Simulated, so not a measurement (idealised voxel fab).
The name of this process module is voxel transistor to metal.
Pictured: cross-section cut, 155 nm wide, on a grid of 5 nm square cells.
In what follows, cross-sections appear as grids of square cells, described through bands that run from the top down, where every band is one or more rows of cells.
Heads up on the band format: heights come first, top then bottom, in nm. After that it's the materials left to right, each with its width in nm. A single material flagged "edge to edge" fills the whole band edge to edge, and "blank" means there's empty space there.
Below 0: as-received wafer, all one material; heights counted from there. Lowest band: no bottom, goes on down, written "top 0, no bottom".
Width "30 to 40": first value at the band's top row of cells, second value at its bottom row, equal change from row to row.
For the purposes of this document, the phrase "no change occurred" attached to a step denotes that no cell within the cross-section was modified by that step.
"Non-vented voids" - sealed voids, min. 8 cells, no opening to top; format: width x height at distance (distance from left edge; nm throughout).
Formally, on a step line, whatever follows the settings is a remark that the simulator itself makes on the step.
The "overlay nm" setting may appear on a step's line; for a step that uses a mask, it gives how far to the right of its planned position the mask lay, and a negative value indicates the left.

# Intended process steps
1) RECEIVE | material Si
2) OXIDIZE | depth nm 5
3) CONFORMAL_DEP | material SiN | thk nm 15
4) DIRECTIONAL_DEP | material aC | thk nm 15
5) PATTERN | tone cover | mask id ACTIVE | material resist | width nm 110 | thk nm 35 | overlay nm 0
6) DIRECTIONAL_ETCH | etch materials aC | depth nm 15
7) STRIP | etch materials resist
8) DIRECTIONAL_ETCH | etch materials SiN | depth nm 15
9) DIRECTIONAL_ETCH | etch materials SiO2 | depth nm 5
10) DIRECTIONAL_ETCH | etch materials Si | depth nm 35
11) STRIP | etch materials aC
12) OXIDIZE | depth nm 5
13) FILL_DEP | material SiO2 | thk nm 15
14) CMP | height nm 15
15) SELECTIVE_ETCH | etch materials SiO2 | depth nm 10
16) STRIP | etch materials SiN
17) SELECTIVE_ETCH | etch materials SiO2 | depth nm 5
18) OXIDIZE | depth nm 5
19) DIRECTIONAL_DEP | material polySi | thk nm 25
20) DIRECTIONAL_DEP | material SiCN | thk nm 10
21) DIRECTIONAL_DEP | material aC | thk nm 10
22) PATTERN | tone cover | mask id GATE | material resist | width nm 20 | thk nm 25 | overlay nm 0
23) DIRECTIONAL_ETCH | etch materials aC | depth nm 10
24) STRIP | etch materials resist
25) DIRECTIONAL_ETCH | etch materials SiCN | depth nm 20
26) DIRECTIONAL_ETCH | etch materials polySi | depth nm 35
27) STRIP | etch materials aC
28) CONFORMAL_DEP | material SiN | thk nm 5
29) DIRECTIONAL_ETCH | etch materials SiN | depth nm 5
30) DIRECTIONAL_ETCH | etch materials SiO2 | depth nm 5
31) DIRECTIONAL_ETCH | etch materials Si | depth nm 10
32) EPI | material pSi | thk nm 15
33) FILL_DEP | material SiO2 | thk nm 10
34) CMP | height nm 30
35) DIRECTIONAL_DEP | material SiO2 | thk nm 15
36) MASKED_ETCH | tone open | mask id CONTACT | width nm 30 | pitch nm 60 | etch materials SiO2 | depth nm 50 | overlay nm 0
37) CONFORMAL_DEP | material TiN | thk nm 5
38) FILL_DEP | material Ru | thk nm 10
39) CMP | height nm 45
40) CONFORMAL_DEP | material SiCN | thk nm 5
41) DIRECTIONAL_DEP | material SiO2 | thk nm 25
42) PATTERN | tone open | mask id METAL_1 | material resist | width nm 20 | pitch nm 70 | thk nm 20 | overlay nm 0
43) DIRECTIONAL_ETCH | etch materials SiO2 | depth nm 25
44) DIRECTIONAL_ETCH | etch materials SiCN | depth nm 5
45) STRIP | etch materials resist
46) CONFORMAL_DEP | material TiN | thk nm 5
47) FILL_DEP | material W | thk nm 5
48) CMP | height nm 75
49) EPI | material Ru | thk nm 5
50) FILL_DEP | material SiCN | thk nm 5

# Cross-section of the incoming wafer, state after step 1
	top 0, no bottom = Si edge to edge
	Non-vented voids: none

# Result of the module, cross-sectioned: start per above, plan per above, one error in how it was run
	top 85, bottom 80 = SiCN edge to edge
	top 80, bottom 75 = SiCN=25, Ru=30, SiCN=40, Ru=30, SiCN=30
	top 75, bottom 50 = SiO2=30, TiN=5, W=10, TiN=5, SiO2=50, TiN=5, W=10, TiN=5, SiO2=35
	top 50, bottom 45 = SiCN=30, TiN=20, SiCN=50, TiN=20, SiCN=35
	top 45, bottom 30 = SiO2=30, TiN=5, W=20, TiN=5, SiO2=30, TiN=5, W=20, TiN=5, SiO2=35
	top 30, bottom 20 = SiO2=30, TiN=5, W=20, TiN=5, SiN=5, SiCN=20, SiN=5, TiN=5, W=20, TiN=5, SiO2=35
	top 20, bottom 10 = SiO2=30, TiN=5, W=20, TiN=5, SiN=5, polySi=20, SiN=5, TiN=5, W=20, TiN=5, SiO2=35
	top 10, bottom 5 = SiO2=30, TiN=5, W=5, TiN=20, SiN=5, polySi=20, SiN=5, TiN=20, W=5, TiN=5, SiO2=35
	top 5, bottom 0 = SiO2=30, TiN=5, W=5, TiN=5, pSi=15, SiN=5, polySi=20, SiN=5, pSi=15, TiN=5, W=5, TiN=5, SiO2=35
	top 0, bottom -5 = SiO2=15, SiN=5, SiO2=10, TiN=15, pSi=15, SiN=5, polySi=20, SiN=5, pSi=15, TiN=15, SiO2=10, SiN=5, SiO2=20
	top -5, bottom -10 = SiO2=20, pSi=40, SiO2=30, pSi=40, SiO2=25
	top -10, bottom -20 = SiO2=25, pSi=35, Si=30, pSi=35, SiO2=30
	top -20, bottom -45 = SiO2=25, Si=100, SiO2=30
	top -45, no bottom = Si edge to edge
	Non-vented voids: none
It is concluded that the wafer was processed incorrectly with respect to the plan, in that it should be noted that step 38 was executed with settings other than those planned, the operation and settings actually applied being FILL_DEP | material W | thk nm 10
